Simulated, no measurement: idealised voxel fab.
Process module heading - voxel capacitor over wiring
Pictured: cross-section cut, 225 nm wide, on a grid of 5 nm square cells.
Just so we're on the same page, the cross-sections are grids of square cells, and they're listed out in bands top to bottom, each band one or more rows deep. Quick guide to a band line: top height, bottom height (nm) up front; then every material left to right with its width in nm. Only one material and it's marked "edge to edge"? Then it fills the band edge to edge. And "air" just means empty space. Heights are measured from 0, the level below which the as-received wafer is all one material; the lowest band has no bottom and continues downward, written as in "0 and below". When a width is written as two numbers, as in "30 to 40", the first number is the width in the top row of cells of the band and the second is the width in its bottom row, and the width changes by the same amount from each row to the next. "changes: none" means the step left every cell of the cross-section as it was. Empty spaces counting at least 8 cells and having no open way to the top are listed in "Voids lacking openings". The notation width x height at distance is used for each, the distance being from the left edge and all three values in nm. Past the settings on a step's line: simulator remark, on that step. overlay nm: for a step with a mask, the amount by which the mask lay right of where it was planned; a negative amount means left of it.
SO HERE'S THE LINEUP OF PROCESS STEPS WE PLANNED
- 1: RECEIVE, material Si
- 2: CONFORMAL_DEP, material SiO2, thk nm 10
- 3: DIRECTIONAL_DEP, material TiN, thk nm 5
- 4: DIRECTIONAL_DEP, material W, thk nm 25
- 5: DIRECTIONAL_DEP, material aC, thk nm 15
- 6: PATTERN, tone cover, mask id METAL_1, material resist, width nm 20, pitch nm 90, thk nm 30, overlay nm 0
- 7: DIRECTIONAL_ETCH, etch materials aC, depth nm 15
- 8: STRIP, etch materials resist
- 9: DIRECTIONAL_ETCH, etch materials W, depth nm 25
- 10: DIRECTIONAL_ETCH, etch materials TiN, depth nm 5
- 11: STRIP, etch materials aC
- 12: FILL_DEP, material lowk, thk nm 5
- 13: CMP, height nm 40
- 14: CONFORMAL_DEP, material SiCN, thk nm 5
- 15: DIRECTIONAL_DEP, material SiO2, thk nm 15
- 16: DIRECTIONAL_DEP, material aC, thk nm 15
- 17: PATTERN, tone open, mask id PLUG_1, material resist, width nm 15, thk nm 35, overlay nm 0
- 18: DIRECTIONAL_ETCH, etch materials aC, depth nm 15
- 19: STRIP, etch materials resist
- 20: DIRECTIONAL_ETCH, etch materials SiO2, depth nm 15
- 21: DIRECTIONAL_ETCH, etch materials SiCN, depth nm 5
- 22: STRIP, etch materials aC
- 23: EPI, material Ru, thk nm 10
- 24: EPI, material Ru, thk nm 10
- 25: DIRECTIONAL_DEP, material TiN, thk nm 10
- 26: DIRECTIONAL_DEP, material Al2O3, thk nm 5
- 27: DIRECTIONAL_DEP, material TiN, thk nm 5
- 28: DIRECTIONAL_DEP, material aC, thk nm 15
- 29: PATTERN, tone cover, mask id UPPER_PLATE, material resist, width nm 75, thk nm 35, overlay nm 0
- 30: DIRECTIONAL_ETCH, etch materials aC, depth nm 15
- 31: STRIP, etch materials resist
- 32: DIRECTIONAL_ETCH, etch materials TiN, depth nm 5
- 33: DIRECTIONAL_ETCH, etch materials Al2O3, depth nm 5
- 34: STRIP, etch materials aC
- 35: PATTERN, tone cover, mask id LOWER_PLATE, material resist, width nm 85, thk nm 15, overlay nm 0
- 36: DIRECTIONAL_ETCH, etch materials TiN, depth nm 10
- 37: STRIP, etch materials resist
- 38: FILL_DEP, material SiO2, thk nm 15
- 39: CMP, height nm 90
- 40: MASKED_ETCH, tone open, mask id PLUG_2, width nm 15, etch materials SiO2, depth nm 10, overlay nm 0
- 41: CONFORMAL_DEP, material TiN, thk nm 5
- 42: FILL_DEP, material Ru, thk nm 5
- 43: CMP, height nm 90
- 44: CONFORMAL_DEP, material SiCN, thk nm 5
RUN AS PLANNED: FIRST OF TWO WAFERS
RECEIVED-STATE CROSS-SECTION, REFLECTING COMPLETION OF STEP 1
  0 and below: Si edge to edge
  Voids lacking openings: none
CROSS-SECTION: WAFER STATE AFTER STEP 2
  10 down to 0: SiO2 edge to edge
  Everything under 0 stays put, no change at all.
CROSS-SECTION: WAFER STATE AFTER STEP 3
  15 down to 10: TiN edge to edge
  Everything under 10 stays put, no change at all.
CROSS-SECTION: WAFER STATE AFTER STEP 4
  40 down to 15: W edge to edge
  Everything under 15 stays put, no change at all.
CROSS-SECTION: WAFER STATE AFTER STEP 5
  55 down to 40: aC edge to edge
  Everything under 40 stays put, no change at all.
CROSS-SECTION: WAFER STATE AFTER STEP 6
  85 down to 55: air 55 nm, resist 20 nm, air 70 nm, resist 20 nm, air 60 nm
  Everything under 55 stays put, no change at all.
CROSS-SECTION: WAFER STATE AFTER STEP 7
  70 down to 55: air 55 nm, resist 20 nm, air 70 nm, resist 20 nm, air 60 nm
  55 down to 40: air 55 nm, aC 20 nm, air 70 nm, aC 20 nm, air 60 nm
  Everything under 40 stays put, no change at all.
CROSS-SECTION: WAFER STATE AFTER STEP 8
  55 down to 40: air 55 nm, aC 20 nm, air 70 nm, aC 20 nm, air 60 nm
  Everything under 40 stays put, no change at all.
CROSS-SECTION: WAFER STATE AFTER STEP 9
  55 down to 40: air 55 nm, aC 20 nm, air 70 nm, aC 20 nm, air 60 nm
  40 down to 15: air 55 nm, W 20 nm, air 70 nm, W 20 nm, air 60 nm
  Everything under 15 stays put, no change at all.
CROSS-SECTION: WAFER STATE AFTER STEP 10
  55 down to 40: air 55 nm, aC 20 nm, air 70 nm, aC 20 nm, air 60 nm
  40 down to 15: air 55 nm, W 20 nm, air 70 nm, W 20 nm, air 60 nm
  15 down to 10: air 55 nm, TiN 20 nm, air 70 nm, TiN 20 nm, air 60 nm
  Everything under 10 stays put, no change at all.
CROSS-SECTION: WAFER STATE AFTER STEP 11
  40 down to 15: air 55 nm, W 20 nm, air 70 nm, W 20 nm, air 60 nm
  Everything under 15 stays put, no change at all.
CROSS-SECTION: WAFER STATE AFTER STEP 12
  45 down to 40: lowk edge to edge
  40 down to 15: lowk 55 nm, W 20 nm, lowk 70 nm, W 20 nm, lowk 60 nm
  15 down to 10: lowk 55 nm, TiN 20 nm, lowk 70 nm, TiN 20 nm, lowk 60 nm
  Everything under 10 stays put, no change at all.
CROSS-SECTION: WAFER STATE AFTER STEP 13
  40 down to 15: lowk 55 nm, W 20 nm, lowk 70 nm, W 20 nm, lowk 60 nm
  Everything under 15 stays put, no change at all.
CROSS-SECTION: WAFER STATE AFTER STEP 14
  45 down to 40: SiCN edge to edge
  Everything under 40 stays put, no change at all.
CROSS-SECTION: WAFER STATE AFTER STEP 15
  60 down to 45: SiO2 edge to edge
  Everything under 45 stays put, no change at all.
CROSS-SECTION: WAFER STATE AFTER STEP 16
  75 down to 60: aC edge to edge
  Everything under 60 stays put, no change at all.
CROSS-SECTION: WAFER STATE AFTER STEP 17
  110 down to 75: resist 60 nm, air 15 nm, resist 150 nm
  Everything under 75 stays put, no change at all.
CROSS-SECTION: WAFER STATE AFTER STEP 18
  95 down to 75: resist 60 nm, air 15 nm, resist 150 nm
  75 down to 60: aC 60 nm, air 15 nm, aC 150 nm
  Everything under 60 stays put, no change at all.
CROSS-SECTION: WAFER STATE AFTER STEP 19
  75 down to 60: aC 60 nm, air 15 nm, aC 150 nm
  Everything under 60 stays put, no change at all.
CROSS-SECTION: WAFER STATE AFTER STEP 20
  75 down to 60: aC 60 nm, air 15 nm, aC 150 nm
  60 down to 45: SiO2 60 nm, air 15 nm, SiO2 150 nm
  Everything under 45 stays put, no change at all.
CROSS-SECTION: WAFER STATE AFTER STEP 21
  75 down to 60: aC 60 nm, air 15 nm, aC 150 nm
  60 down to 45: SiO2 60 nm, air 15 nm, SiO2 150 nm
  45 down to 40: SiCN 60 nm, air 15 nm, SiCN 150 nm
  Everything under 40 stays put, no change at all.
CROSS-SECTION: WAFER STATE AFTER STEP 22
  60 down to 45: SiO2 60 nm, air 15 nm, SiO2 150 nm
  Everything under 45 stays put, no change at all.
CROSS-SECTION: WAFER STATE AFTER STEP 23
  60 down to 50: SiO2 60 nm, air 15 nm, SiO2 150 nm
  50 down to 45: SiO2 60 nm, Ru 15 nm, SiO2 150 nm
  45 down to 40: SiCN 60 nm, Ru 15 nm, SiCN 150 nm
  Everything under 40 stays put, no change at all.
CROSS-SECTION: WAFER STATE AFTER STEP 24
  60 down to 45: SiO2 60 nm, Ru 15 nm, SiO2 150 nm
  Everything under 45 stays put, no change at all.
CROSS-SECTION: WAFER STATE AFTER STEP 25
  70 down to 60: TiN edge to edge
  Everything under 60 stays put, no change at all.
CROSS-SECTION: WAFER STATE AFTER STEP 26
  75 down to 70: Al2O3 edge to edge
  Everything under 70 stays put, no change at all.
CROSS-SECTION: WAFER STATE AFTER STEP 27
  80 down to 75: TiN edge to edge
  Everything under 75 stays put, no change at all.
CROSS-SECTION: WAFER STATE AFTER STEP 28
  95 down to 80: aC edge to edge
  Everything under 80 stays put, no change at all.
CROSS-SECTION: WAFER STATE AFTER STEP 29
  130 down to 95: air 60 nm, resist 75 nm, air 90 nm
  Everything under 95 stays put, no change at all.
CROSS-SECTION: WAFER STATE AFTER STEP 30
  115 down to 95: air 60 nm, resist 75 nm, air 90 nm
  95 down to 80: air 60 nm, aC 75 nm, air 90 nm
  Everything under 80 stays put, no change at all.
CROSS-SECTION: WAFER STATE AFTER STEP 31
  95 down to 80: air 60 nm, aC 75 nm, air 90 nm
  Everything under 80 stays put, no change at all.
CROSS-SECTION: WAFER STATE AFTER STEP 32
  95 down to 80: air 60 nm, aC 75 nm, air 90 nm
  80 down to 75: air 60 nm, TiN 75 nm, air 90 nm
  Everything under 75 stays put, no change at all.
CROSS-SECTION: WAFER STATE AFTER STEP 33
  95 down to 80: air 60 nm, aC 75 nm, air 90 nm
  80 down to 75: air 60 nm, TiN 75 nm, air 90 nm
  75 down to 70: air 60 nm, Al2O3 75 nm, air 90 nm
  Everything under 70 stays put, no change at all.
CROSS-SECTION: WAFER STATE AFTER STEP 34
  80 down to 75: air 60 nm, TiN 75 nm, air 90 nm
  Everything under 75 stays put, no change at all.
CROSS-SECTION: WAFER STATE AFTER STEP 35
  95 down to 80: air 55 nm, resist 85 nm, air 85 nm
  80 down to 75: air 55 nm, resist 5 nm, TiN 75 nm, resist 5 nm, air 85 nm
  75 down to 70: air 55 nm, resist 5 nm, Al2O3 75 nm, resist 5 nm, air 85 nm
  Everything under 70 stays put, no change at all.
CROSS-SECTION: WAFER STATE AFTER STEP 36
  95 down to 80: air 55 nm, resist 85 nm, air 85 nm
  80 down to 75: air 55 nm, resist 5 nm, TiN 75 nm, resist 5 nm, air 85 nm
  75 down to 70: air 55 nm, resist 5 nm, Al2O3 75 nm, resist 5 nm, air 85 nm
  70 down to 60: air 55 nm, TiN 85 nm, air 85 nm
  Everything under 60 stays put, no change at all.
CROSS-SECTION: WAFER STATE AFTER STEP 37
  80 down to 75: air 60 nm, TiN 75 nm, air 90 nm
  75 down to 70: air 60 nm, Al2O3 75 nm, air 90 nm
  Everything under 70 stays put, no change at all.
CROSS-SECTION: WAFER STATE AFTER STEP 38
  95 down to 80: SiO2 edge to edge
  80 down to 75: SiO2 60 nm, TiN 75 nm, SiO2 90 nm
  75 down to 70: SiO2 60 nm, Al2O3 75 nm, SiO2 90 nm
  70 down to 60: SiO2 55 nm, TiN 85 nm, SiO2 85 nm
  Everything under 60 stays put, no change at all.
CROSS-SECTION: WAFER STATE AFTER STEP 39
  90 down to 80: SiO2 edge to edge
  Everything under 80 stays put, no change at all.
CROSS-SECTION: WAFER STATE AFTER STEP 40
  90 down to 80: SiO2 70 nm, air 15 nm, SiO2 140 nm
  Everything under 80 stays put, no change at all.
CROSS-SECTION: WAFER STATE AFTER STEP 41
  95 down to 90: TiN 75 nm, air 5 nm, TiN 145 nm
  90 down to 85: SiO2 70 nm, TiN 5 nm, air 5 nm, TiN 5 nm, SiO2 140 nm
  85 down to 75: SiO2 70 to 60 nm, TiN 15 to 75 nm, SiO2 140 to 90 nm
  Everything under 75 stays put, no change at all.
CROSS-SECTION: WAFER STATE AFTER STEP 42
  100 down to 95: Ru edge to edge
  95 down to 90: TiN 75 nm, Ru 5 nm, TiN 145 nm
  90 down to 85: SiO2 70 nm, TiN 5 nm, Ru 5 nm, TiN 5 nm, SiO2 140 nm
  Everything under 85 stays put, no change at all.
CROSS-SECTION: WAFER STATE AFTER STEP 43
  90 down to 85: SiO2 70 nm, TiN 5 nm, Ru 5 nm, TiN 5 nm, SiO2 140 nm
  Everything under 85 stays put, no change at all.
CROSS-SECTION: WAFER STATE AFTER STEP 44
  95 down to 90: SiCN edge to edge
  Everything under 90 stays put, no change at all.
SECOND WAFER, SAME STARTING STATE AND PLAN AS THE FIRST, ONE MISTAKE IN THE RUN, IDENTICAL THROUGH STEP 14
THE SECOND WAFER IN CROSS-SECTION, AT THE PLANNED CLOSE OF STEP 15
  75 down to 45: SiO2 edge to edge
  Everything under 45 stays put, no change at all.
THE SECOND WAFER IN CROSS-SECTION, AT THE PLANNED CLOSE OF STEP 16
  90 down to 75: aC edge to edge
  Everything under 75 stays put, no change at all.
THE SECOND WAFER IN CROSS-SECTION, AT THE PLANNED CLOSE OF STEP 17
  125 down to 90: resist 60 nm, air 15 nm, resist 150 nm
  Everything under 90 stays put, no change at all.
THE SECOND WAFER IN CROSS-SECTION, AT THE PLANNED CLOSE OF STEP 18
  110 down to 90: resist 60 nm, air 15 nm, resist 150 nm
  90 down to 75: aC 60 nm, air 15 nm, aC 150 nm
  Everything under 75 stays put, no change at all.
THE SECOND WAFER IN CROSS-SECTION, AT THE PLANNED CLOSE OF STEP 19
  90 down to 75: aC 60 nm, air 15 nm, aC 150 nm
  Everything under 75 stays put, no change at all.
THE SECOND WAFER IN CROSS-SECTION, AT THE PLANNED CLOSE OF STEP 20
  90 down to 75: aC 60 nm, air 15 nm, aC 150 nm
  75 down to 60: SiO2 60 nm, air 15 nm, SiO2 150 nm
  Everything under 60 stays put, no change at all.
The second wafer in cross-section, at the planned close of step 21: changes: none
THE SECOND WAFER IN CROSS-SECTION, AT THE PLANNED CLOSE OF STEP 22
  75 down to 60: SiO2 60 nm, air 15 nm, SiO2 150 nm
  Everything under 60 stays put, no change at all.
The second wafer in cross-section, at the planned close of step 23: changes: none
The second wafer in cross-section, at the planned close of step 24: changes: none
THE SECOND WAFER IN CROSS-SECTION, AT THE PLANNED CLOSE OF STEP 25
  85 down to 75: TiN 60 nm, air 15 nm, TiN 150 nm
  75 down to 70: SiO2 60 nm, air 15 nm, SiO2 150 nm
  70 down to 60: SiO2 60 nm, TiN 15 nm, SiO2 150 nm
  Everything under 60 stays put, no change at all.
THE SECOND WAFER IN CROSS-SECTION, AT THE PLANNED CLOSE OF STEP 26
  90 down to 85: Al2O3 60 nm, air 15 nm, Al2O3 150 nm
  85 down to 75: TiN 60 nm, air 15 nm, TiN 150 nm
  75 down to 70: SiO2 60 nm, Al2O3 15 nm, SiO2 150 nm
  Everything under 70 stays put, no change at all.
THE SECOND WAFER IN CROSS-SECTION, AT THE PLANNED CLOSE OF STEP 27
  95 down to 90: TiN 60 nm, air 15 nm, TiN 150 nm
  90 down to 85: Al2O3 60 nm, air 15 nm, Al2O3 150 nm
  85 down to 80: TiN 60 nm, air 15 nm, TiN 150 nm
  80 down to 75: TiN edge to edge
  Everything under 75 stays put, no change at all.
THE SECOND WAFER IN CROSS-SECTION, AT THE PLANNED CLOSE OF STEP 28
  110 down to 95: aC 60 nm, air 15 nm, aC 150 nm
  95 down to 90: TiN 60 nm, aC 15 nm, TiN 150 nm
  90 down to 85: Al2O3 60 nm, aC 15 nm, Al2O3 150 nm
  85 down to 80: TiN 60 nm, aC 15 nm, TiN 150 nm
  Everything under 80 stays put, no change at all.
THE SECOND WAFER IN CROSS-SECTION, AT THE PLANNED CLOSE OF STEP 29
  145 down to 110: air 60 nm, resist 75 nm, air 90 nm
  110 down to 95: aC 60 nm, resist 15 nm, aC 150 nm
  Everything under 95 stays put, no change at all.
THE SECOND WAFER IN CROSS-SECTION, AT THE PLANNED CLOSE OF STEP 30
  130 down to 110: air 60 nm, resist 75 nm, air 90 nm
  110 down to 95: air 60 nm, resist 15 nm, aC 60 nm, air 90 nm
  Everything under 95 stays put, no change at all.
THE SECOND WAFER IN CROSS-SECTION, AT THE PLANNED CLOSE OF STEP 31
  110 down to 95: air 75 nm, aC 60 nm, air 90 nm
  Everything under 95 stays put, no change at all.
THE SECOND WAFER IN CROSS-SECTION, AT THE PLANNED CLOSE OF STEP 32
  110 down to 95: air 75 nm, aC 60 nm, air 90 nm
  95 down to 90: air 60 nm, aC 15 nm, TiN 60 nm, air 90 nm
  Everything under 90 stays put, no change at all.
THE SECOND WAFER IN CROSS-SECTION, AT THE PLANNED CLOSE OF STEP 33
  110 down to 95: air 75 nm, aC 60 nm, air 90 nm
  95 down to 90: air 60 nm, aC 15 nm, TiN 60 nm, air 90 nm
  90 down to 85: air 60 nm, aC 15 nm, Al2O3 60 nm, air 90 nm
  Everything under 85 stays put, no change at all.
THE SECOND WAFER IN CROSS-SECTION, AT THE PLANNED CLOSE OF STEP 34
  95 down to 90: air 75 nm, TiN 60 nm, air 90 nm
  90 down to 85: air 75 nm, Al2O3 60 nm, air 90 nm
  85 down to 80: TiN 60 nm, air 15 nm, TiN 150 nm
  Everything under 80 stays put, no change at all.
THE SECOND WAFER IN CROSS-SECTION, AT THE PLANNED CLOSE OF STEP 35
  110 down to 95: air 55 nm, resist 85 nm, air 85 nm
  95 down to 90: air 55 nm, resist 20 nm, TiN 60 nm, resist 5 nm, air 85 nm
  90 down to 85: air 55 nm, resist 20 nm, Al2O3 60 nm, resist 5 nm, air 85 nm
  85 down to 80: TiN 60 nm, resist 15 nm, TiN 150 nm
  Everything under 80 stays put, no change at all.
THE SECOND WAFER IN CROSS-SECTION, AT THE PLANNED CLOSE OF STEP 36
  110 down to 95: air 55 nm, resist 85 nm, air 85 nm
  95 down to 90: air 55 nm, resist 20 nm, TiN 60 nm, resist 5 nm, air 85 nm
  90 down to 85: air 55 nm, resist 20 nm, Al2O3 60 nm, resist 5 nm, air 85 nm
  85 down to 80: air 55 nm, TiN 5 nm, resist 15 nm, TiN 65 nm, air 85 nm
  80 down to 75: air 55 nm, TiN 85 nm, air 85 nm
  Everything under 75 stays put, no change at all.
THE SECOND WAFER IN CROSS-SECTION, AT THE PLANNED CLOSE OF STEP 37
  95 down to 90: air 75 nm, TiN 60 nm, air 90 nm
  90 down to 85: air 75 nm, Al2O3 60 nm, air 90 nm
  85 down to 80: air 55 nm, TiN 5 nm, air 15 nm, TiN 65 nm, air 85 nm
  Everything under 80 stays put, no change at all.
THE SECOND WAFER IN CROSS-SECTION, AT THE PLANNED CLOSE OF STEP 38
  110 down to 95: SiO2 edge to edge
  95 down to 90: SiO2 75 nm, TiN 60 nm, SiO2 90 nm
  90 down to 85: SiO2 75 nm, Al2O3 60 nm, SiO2 90 nm
  85 down to 80: SiO2 55 nm, TiN 5 nm, SiO2 15 nm, TiN 65 nm, SiO2 85 nm
  80 down to 75: SiO2 55 nm, TiN 85 nm, SiO2 85 nm
  Everything under 75 stays put, no change at all.
THE SECOND WAFER IN CROSS-SECTION, AT THE PLANNED CLOSE OF STEP 39
  90 down to 85: SiO2 75 nm, Al2O3 60 nm, SiO2 90 nm
  Everything under 85 stays put, no change at all.
THE SECOND WAFER IN CROSS-SECTION, AT THE PLANNED CLOSE OF STEP 40
  90 down to 85: SiO2 70 nm, air 5 nm, Al2O3 60 nm, SiO2 90 nm
  85 down to 80: SiO2 55 nm, TiN 5 nm, SiO2 10 nm, air 5 nm, TiN 65 nm, SiO2 85 nm
  Everything under 80 stays put, no change at all.
THE SECOND WAFER IN CROSS-SECTION, AT THE PLANNED CLOSE OF STEP 41
  95 down to 90: TiN edge to edge
  90 down to 85: SiO2 70 nm, TiN 5 nm, Al2O3 60 nm, SiO2 90 nm
  85 down to 80: SiO2 55 nm, TiN 5 nm, SiO2 10 nm, TiN 70 nm, SiO2 85 nm
  Everything under 80 stays put, no change at all.
THE SECOND WAFER IN CROSS-SECTION, AT THE PLANNED CLOSE OF STEP 42
  100 down to 95: Ru edge to edge
  Everything under 95 stays put, no change at all.
THE SECOND WAFER IN CROSS-SECTION, AT THE PLANNED CLOSE OF STEP 43
  90 down to 85: SiO2 70 nm, TiN 5 nm, Al2O3 60 nm, SiO2 90 nm
  Everything under 85 stays put, no change at all.
THE SECOND WAFER IN CROSS-SECTION, AT THE PLANNED CLOSE OF STEP 44
  95 down to 90: SiCN edge to edge
  Everything under 90 stays put, no change at all.
Which mistake was made when the wafer was run? regarding the plan, step 15 was run twice
Cell-count delta at end, second wafer over first, by material: 13 fewer of Ru | 3 more of SiCN | 25 more of SiO2 | 15 fewer of TiN
